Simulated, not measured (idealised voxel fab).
Process module name: voxel lift off
Cross-section cut spans 285 nm and uses square cells 5 nm in size.
Just so we're on the same page, the cross-sections are grids of square cells, and they're listed out in bands top to bottom, each band one or more rows deep. In this notation a band is specified by the heights of its top and bottom, in that order and in nm, after which its materials appear from left to right, each paired with its width in nm. The word "throughout" attached to a single material means that material fills the band from edge to edge; the word "empty" stands for empty space. All heights in this document are referenced to 0, defined as the level beneath which the wafer, as received, consists entirely of one material. The lowest band is not bounded below; it extends indefinitely downward and is written in the form "z 0 and below". So if you see something like "30 to 40" for the width, read it as the top row of the band sitting at the first number and the bottom row at the second, with every row in between moving by the same amount as the last. A step reported as "stayed the same" is a step in which no cell of the cross-section changed. "Closed-off voids" - sealed voids, min. 8 cells, no opening to top; format: width x height at distance (distance from left edge; nm throughout). That trailing text on a step's line, after the settings, is the simulator's own remark on the step. "overlay nm" answers the question of how far to the right of plan the mask lay on a step that has a mask, and when it is negative the answer is to the left. Pairs ahead. Before: cross-section ahead of one process step. After: cross-section once the step is done, shown to the lowest changed band only. Under each pair: that step, with settings. Caution: pairs may come from different runs of this module on the same starting wafer; a pair follows the pair above only where its "Pre-step condition" entry says so.

## Pre-step condition
* z 0 and below  Si throughout
* Closed-off voids: none

## Resulting Structure
* z 5 to 0  Al2O3 throughout
* Below a height of 0, the structure has not been altered.
* Closed-off voids: none
Name the step between the before and after sections above: op CONFORMAL_DEP | material Al2O3 | thk nm 5

Pre-step condition: refer to the pair immediately above; the cross-section shown after its step is the state before this one.

## Resulting Structure
* z 25 to 5  resist (55)  empty (20)  resist (30)  empty (20)  resist (30)  empty (20)  resist (30)  empty (20)  resist (60)
* Below a height of 5, the structure has not been altered.
* Closed-off voids: none
Name the step between the before and after sections above: op PATTERN | tone open | mask id LINES | material resist | width nm 20 | pitch nm 50 | thk nm 20 | overlay nm 0

Pre-step condition: refer to the pair immediately above; the cross-section shown after its step is the state before this one.

## Resulting Structure
* z 35 to 25  Ru (55)  empty (20)  Ru (30)  empty (20)  Ru (30)  empty (20)  Ru (30)  empty (20)  Ru (60)
* z 25 to 15  resist (55)  empty (20)  resist (30)  empty (20)  resist (30)  empty (20)  resist (30)  empty (20)  resist (60)
* z 15 to 5  resist (55)  Ru (20)  resist (30)  Ru (20)  resist (30)  Ru (20)  resist (30)  Ru (20)  resist (60)
* Below a height of 5, the structure has not been altered.
* Closed-off voids: none
Name the step between the before and after sections above: op DIRECTIONAL_DEP | material Ru | thk nm 10

Pre-step condition: refer to the pair immediately above; the cross-section shown after its step is the state before this one.

## Resulting Structure
* z 15 to 5  empty (55)  Ru (20)  empty (30)  Ru (20)  empty (30)  Ru (20)  empty (30)  Ru (20)  empty (60)
* Below a height of 5, the structure has not been altered.
* Closed-off voids: none
Name the step between the before and after sections above: op STRIP | etch materials resist

Pre-step condition: refer to the pair immediately above; the cross-section shown after its step is the state before this one.

## Resulting Structure
* z 20 to 15  empty (50)  SiN (30)  empty (20)  SiN (30)  empty (20)  SiN (30)  empty (20)  SiN (30)  empty (55)
* z 15 to 10  empty (50)  SiN (5)  Ru (20)  SiN (5)  empty (20)  SiN (5)  Ru (20)  SiN (5)  empty (20)  SiN (5)  Ru (20)  SiN (5)  empty (20)  SiN (5)  Ru (20)  SiN (5)  empty (55)
* z 10 to 5  SiN (55)  Ru (20)  SiN (30)  Ru (20)  SiN (30)  Ru (20)  SiN (30)  Ru (20)  SiN (60)
* Below a height of 5, the structure has not been altered.
* Closed-off voids: none
Name the step between the before and after sections above: op CONFORMAL_DEP | material SiN | thk nm 5

## Pre-step condition
* z 25 to 5  resist (55)  empty (20)  resist (30)  empty (20)  resist (30)  empty (20)  resist (30)  empty (20)  resist (60)
* z 5 to 0  Al2O3 throughout
* z 0 and below  Si throughout
* Closed-off voids: none

## Resulting Structure
* z 5 to 0  Al2O3 throughout
* Below a height of 0, the structure has not been altered.
* Closed-off voids: none
Name the step between the before and after sections above: op STRIP | etch materials resist

Pre-step condition: refer to the pair immediately above; the cross-section shown after its step is the state before this one.

## Resulting Structure
* z 10 to 5  SiN throughout
* Below a height of 5, the structure has not been altered.
* Closed-off voids: none
Name the step between the before and after sections above: op CONFORMAL_DEP | material SiN | thk nm 5

## Pre-step condition
* z 0 and below  Si throughout
* Closed-off voids: none

## Resulting Structure
* z 15 to 0  Al2O3 throughout
* Below a height of 0, the structure has not been altered.
* Closed-off voids: none
Name the step between the before and after sections above: op CONFORMAL_DEP | material Al2O3 | thk nm 15

Pre-step condition: refer to the pair immediately above; the cross-section shown after its step is the state before this one.

## Resulting Structure
* z 35 to 15  resist (55)  empty (20)  resist (30)  empty (20)  resist (30)  empty (20)  resist (30)  empty (20)  resist (60)
* Below a height of 15, the structure has not been altered.
* Closed-off voids: none
Name the step between the before and after sections above: op PATTERN | tone open | mask id LINES | material resist | width nm 20 | pitch nm 50 | thk nm 20 | overlay nm 0

Pre-step condition: refer to the pair immediately above; the cross-section shown after its step is the state before this one.

## Resulting Structure
* z 45 to 35  Ru (55)  empty (20)  Ru (30)  empty (20)  Ru (30)  empty (20)  Ru (30)  empty (20)  Ru (60)
* z 35 to 25  resist (55)  empty (20)  resist (30)  empty (20)  resist (30)  empty (20)  resist (30)  empty (20)  resist (60)
* z 25 to 15  resist (55)  Ru (20)  resist (30)  Ru (20)  resist (30)  Ru (20)  resist (30)  Ru (20)  resist (60)
* Below a height of 15, the structure has not been altered.
* Closed-off voids: none
Name the step between the before and after sections above: op DIRECTIONAL_DEP | material Ru | thk nm 10

Pre-step condition: refer to the pair immediately above; the cross-section shown after its step is the state before this one.

## Resulting Structure
* z 25 to 15  empty (55)  Ru (20)  empty (30)  Ru (20)  empty (30)  Ru (20)  empty (30)  Ru (20)  empty (60)
* Below a height of 15, the structure has not been altered.
* Closed-off voids: none
Name the step between the before and after sections above: op STRIP | etch materials resist

Pre-step condition: refer to the pair immediately above; the cross-section shown after its step is the state before this one.

## Resulting Structure
* z 30 to 25  empty (50)  SiN (30)  empty (20)  SiN (30)  empty (20)  SiN (30)  empty (20)  SiN (30)  empty (55)
* z 25 to 20  empty (50)  SiN (5)  Ru (20)  SiN (5)  empty (20)  SiN (5)  Ru (20)  SiN (5)  empty (20)  SiN (5)  Ru (20)  SiN (5)  empty (20)  SiN (5)  Ru (20)  SiN (5)  empty (55)
* z 20 to 15  SiN (55)  Ru (20)  SiN (30)  Ru (20)  SiN (30)  Ru (20)  SiN (30)  Ru (20)  SiN (60)
* Below a height of 15, the structure has not been altered.
* Closed-off voids: none
Name the step between the before and after sections above: op CONFORMAL_DEP | material SiN | thk nm 5

## Pre-step condition
* z 5 to 0  Al2O3 throughout
* z 0 and below  Si throughout
* Closed-off voids: none

## Resulting Structure
* z 25 to 5  resist (50)  empty (30)  resist (20)  empty (30)  resist (20)  empty (30)  resist (20)  empty (30)  resist (55)
* Below a height of 5, the structure has not been altered.
* Closed-off voids: none
Name the step between the before and after sections above: op PATTERN | tone open | mask id LINES | material resist | width nm 30 | pitch nm 50 | thk nm 20 | overlay nm 0

Pre-step condition: refer to the pair immediately above; the cross-section shown after its step is the state before this one.

## Resulting Structure
* z 35 to 25  Ru (50)  empty (30)  Ru (20)  empty (30)  Ru (20)  empty (30)  Ru (20)  empty (30)  Ru (55)
* z 25 to 15  resist (50)  empty (30)  resist (20)  empty (30)  resist (20)  empty (30)  resist (20)  empty (30)  resist (55)
* z 15 to 5  resist (50)  Ru (30)  resist (20)  Ru (30)  resist (20)  Ru (30)  resist (20)  Ru (30)  resist (55)
* Below a height of 5, the structure has not been altered.
* Closed-off voids: none
Name the step between the before and after sections above: op DIRECTIONAL_DEP | material Ru | thk nm 10

Pre-step condition: refer to the pair immediately above; the cross-section shown after its step is the state before this one.

## Resulting Structure
* z 15 to 5  empty (50)  Ru (30)  empty (20)  Ru (30)  empty (20)  Ru (30)  empty (20)  Ru (30)  empty (55)
* Below a height of 5, the structure has not been altered.
* Closed-off voids: none
Name the step between the before and after sections above: op STRIP | etch materials resist

Pre-step condition: refer to the pair immediately above; the cross-section shown after its step is the state before this one.

## Resulting Structure
* z 20 to 15  empty (45)  SiN (40)  empty (10)  SiN (40)  empty (10)  SiN (40)  empty (10)  SiN (40)  empty (50)
* z 15 to 10  empty (45)  SiN (5)  Ru (30)  SiN (5)  empty (10)  SiN (5)  Ru (30)  SiN (5)  empty (10)  SiN (5)  Ru (30)  SiN (5)  empty (10)  SiN (5)  Ru (30)  SiN (5)  empty (50)
* z 10 to 5  SiN (50)  Ru (30)  SiN (20)  Ru (30)  SiN (20)  Ru (30)  SiN (20)  Ru (30)  SiN (55)
* Below a height of 5, the structure has not been altered.
* Closed-off voids: none
Name the step between the before and after sections above: op CONFORMAL_DEP | material SiN | thk nm 5

## Pre-step condition
* z 5 to 0  Al2O3 throughout
* z 0 and below  Si throughout
* Closed-off voids: none

## Resulting Structure
* z 25 to 5  resist (65)  empty (20)  resist (30)  empty (20)  resist (30)  empty (20)  resist (30)  empty (20)  resist (50)
* Below a height of 5, the structure has not been altered.
* Closed-off voids: none
Name the step between the before and after sections above: op PATTERN | tone open | mask id LINES | material resist | width nm 20 | pitch nm 50 | thk nm 20 | overlay nm 10

Pre-step condition: refer to the pair immediately above; the cross-section shown after its step is the state before this one.

## Resulting Structure
* z 35 to 25  Ru (65)  empty (20)  Ru (30)  empty (20)  Ru (30)  empty (20)  Ru (30)  empty (20)  Ru (50)
* z 25 to 15  resist (65)  empty (20)  resist (30)  empty (20)  resist (30)  empty (20)  resist (30)  empty (20)  resist (50)
* z 15 to 5  resist (65)  Ru (20)  resist (30)  Ru (20)  resist (30)  Ru (20)  resist (30)  Ru (20)  resist (50)
* Below a height of 5, the structure has not been altered.
* Closed-off voids: none
Name the step between the before and after sections above: op DIRECTIONAL_DEP | material Ru | thk nm 10

Pre-step condition: refer to the pair immediately above; the cross-section shown after its step is the state before this one.

## Resulting Structure
* z 15 to 5  empty (65)  Ru (20)  empty (30)  Ru (20)  empty (30)  Ru (20)  empty (30)  Ru (20)  empty (50)
* Below a height of 5, the structure has not been altered.
* Closed-off voids: none
Name the step between the before and after sections above: op STRIP | etch materials resist

Pre-step condition: refer to the pair immediately above; the cross-section shown after its step is the state before this one.

## Resulting Structure
* z 20 to 15  empty (60)  SiN (30)  empty (20)  SiN (30)  empty (20)  SiN (30)  empty (20)  SiN (30)  empty (45)
* z 15 to 10  empty (60)  SiN (5)  Ru (20)  SiN (5)  empty (20)  SiN (5)  Ru (20)  SiN (5)  empty (20)  SiN (5)  Ru (20)  SiN (5)  empty (20)  SiN (5)  Ru (20)  SiN (5)  empty (45)
* z 10 to 5  SiN (65)  Ru (20)  SiN (30)  Ru (20)  SiN (30)  Ru (20)  SiN (30)  Ru (20)  SiN (50)
* Below a height of 5, the structure has not been altered.
* Closed-off voids: none
Name the step between the before and after sections above: op CONFORMAL_DEP | material SiN | thk nm 5

## Pre-step condition
* z 15 to 5  empty (55)  Ru (20)  empty (30)  Ru (20)  empty (30)  Ru (20)  empty (30)  Ru (20)  empty (60)
* z 5 to 0  Al2O3 throughout
* z 0 and below  Si throughout
* Closed-off voids: none

## Resulting Structure
* z 20 to 15  empty (50)  Al2O3 (30)  empty (20)  Al2O3 (30)  empty (20)  Al2O3 (30)  empty (20)  Al2O3 (30)  empty (55)
* z 15 to 10  empty (50)  Al2O3 (5)  Ru (20)  Al2O3 (5)  empty (20)  Al2O3 (5)  Ru (20)  Al2O3 (5)  empty (20)  Al2O3 (5)  Ru (20)  Al2O3 (5)  empty (20)  Al2O3 (5)  Ru (20)  Al2O3 (5)  empty (55)
* z 10 to 5  Al2O3 (55)  Ru (20)  Al2O3 (30)  Ru (20)  Al2O3 (30)  Ru (20)  Al2O3 (30)  Ru (20)  Al2O3 (60)
* Below a height of 5, the structure has not been altered.
* Closed-off voids: none
Name the step between the before and after sections above: op CONFORMAL_DEP | material Al2O3 | thk nm 5

## Pre-step condition
* z 5 to 0  Al2O3 throughout
* z 0 and below  Si throughout
* Closed-off voids: none

## Resulting Structure
* z 25 to 5  empty (55)  resist (20)  empty (30)  resist (20)  empty (30)  resist (20)  empty (30)  resist (20)  empty (60)
* Below a height of 5, the structure has not been altered.
* Closed-off voids: none
Name the step between the before and after sections above: op PATTERN | tone cover | mask id LINES | material resist | width nm 20 | pitch nm 50 | thk nm 20 | overlay nm 0

Pre-step condition: refer to the pair immediately above; the cross-section shown after its step is the state before this one.

## Resulting Structure
* z 35 to 25  empty (55)  Ru (20)  empty (30)  Ru (20)  empty (30)  Ru (20)  empty (30)  Ru (20)  empty (60)
* z 25 to 15  empty (55)  resist (20)  empty (30)  resist (20)  empty (30)  resist (20)  empty (30)  resist (20)  empty (60)
* z 15 to 5  Ru (55)  resist (20)  Ru (30)  resist (20)  Ru (30)  resist (20)  Ru (30)  resist (20)  Ru (60)
* Below a height of 5, the structure has not been altered.
* Closed-off voids: none
Name the step between the before and after sections above: op DIRECTIONAL_DEP | material Ru | thk nm 10

Pre-step condition: refer to the pair immediately above; the cross-section shown after its step is the state before this one.

## Resulting Structure
* z 15 to 5  Ru (55)  empty (20)  Ru (30)  empty (20)  Ru (30)  empty (20)  Ru (30)  empty (20)  Ru (60)
* Below a height of 5, the structure has not been altered.
* Closed-off voids: none
Name the step between the before and after sections above: op STRIP | etch materials resist

Pre-step condition: refer to the pair immediately above; the cross-section shown after its step is the state before this one.

## Resulting Structure
* z 20 to 15  SiN (60)  empty (10)  SiN (40)  empty (10)  SiN (40)  empty (10)  SiN (40)  empty (10)  SiN (65)
* z 15 to 10  Ru (55)  SiN (5)  empty (10)  SiN (5)  Ru (30)  SiN (5)  empty (10)  SiN (5)  Ru (30)  SiN (5)  empty (10)  SiN (5)  Ru (30)  SiN (5)  empty (10)  SiN (5)  Ru (60)
* z 10 to 5  Ru (55)  SiN (20)  Ru (30)  SiN (20)  Ru (30)  SiN (20)  Ru (30)  SiN (20)  Ru (60)
* Below a height of 5, the structure has not been altered.
* Closed-off voids: none
Name the step between the before and after sections above: op CONFORMAL_DEP | material SiN | thk nm 5
